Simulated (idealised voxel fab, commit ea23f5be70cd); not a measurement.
process module | voxel self aligned contacts
cross-section cut | 180 nm wide | cells 5 nm
A cross-section is a grid of square cells, given in bands from the top down. A band is one or more rows of cells.
Each band's line starts with the height of the band's top and of its bottom, in nm. Then come its materials from left to right, each with its width in nm. One material with "throughout" fills the band from edge to edge. "air" is empty space.
Height 0 is the level under which the wafer as received is all one material. The lowest band goes on downwards, as in "0 down".
A width such as "30 to 40" changes by the same amount from each row of cells to the next, from the band's top row to its bottom row.
"no change" after a step means that no cell of the cross-section changed.
closed voids: empty space of 8 cells or more with no open way to the top, each as width x height at its distance from the left edge, in nm
after a step's settings: what the simulator itself notes on the step
overlay nm, on a step with a mask: how far to the right of its planned place the mask lay; to the left if negative
plan
1 op RECEIVE | material Si
2 op OXIDIZE | depth nm 5
3 op DIRECTIONAL_DEP | material polySi | thk nm 20
4 op DIRECTIONAL_DEP | material SiN | thk nm 15
5 op DIRECTIONAL_DEP | material aC | thk nm 10
6 op PATTERN | tone cover | mask id GATE | material resist | width nm 25 | pitch nm 50 | thk nm 25 | overlay nm 0
7 op DIRECTIONAL_ETCH | etch materials aC | depth nm 10
8 op STRIP | etch materials resist
9 op DIRECTIONAL_ETCH | etch materials SiN | depth nm 15
10 op DIRECTIONAL_ETCH | etch materials polySi | depth nm 20
11 op STRIP | etch materials aC
12 op CONFORMAL_DEP | material SiN | thk nm 5
13 op DIRECTIONAL_ETCH | etch materials SiN | depth nm 5
14 op FILL_DEP | material SiO2 | thk nm 10
15 op CMP | height nm 40
16 op PATTERN | tone open | mask id CONTACT | material resist | width nm 35 | thk nm 15 | overlay nm 0
17 op DIRECTIONAL_ETCH | etch materials SiO2 | depth nm 45
18 op STRIP | etch materials resist
19 op CONFORMAL_DEP | material TiN | thk nm 5
20 op FILL_DEP | material Ru | thk nm 10
21 op CMP | height nm 40
22 op CONFORMAL_DEP | material SiN | thk nm 5
as received, after step 1
  0 down: Si throughout
  closed voids: none
first wafer at the end, as planned
  45 to 40: SiN throughout
  40 to 35: SiO2 70 | TiN 15 | Ru 5 | TiN 15 | SiO2 75
  35 to 20: SiO2 45 | SiN 35 | TiN 5 | Ru 5 | TiN 5 | SiN 35 | SiO2 50
  20 to 0: SiO2 45 | SiN 5 | polySi 25 | SiN 5 | TiN 5 | Ru 5 | TiN 5 | SiN 5 | polySi 25 | SiN 5 | SiO2 50
  0 to -5: SiO2 80 | TiN 15 | SiO2 85
  -5 down: Si throughout
  closed voids: none
second wafer at the end: like start, like plan, one mistake
  45 to 40: SiN throughout
  40 to 35: SiO2 70 | TiN 15 | Ru 5 | TiN 15 | SiO2 75
  35 to 30: SiO2 45 | SiN 35 | TiN 15 | SiN 35 | SiO2 50
  30 to 20: SiN throughout
  20 to 0: polySi throughout
  0 to -5: SiO2 throughout
  -5 down: Si throughout
  closed voids: none
what went wrong: step 9 ran as: op DIRECTIONAL_ETCH | etch materials SiN | depth nm 5
at the end the second wafer has, in cells: 7 fewer of Ru | 28 more of SiN | 111 fewer of SiO2 | 14 fewer of TiN | 104 more of polySi
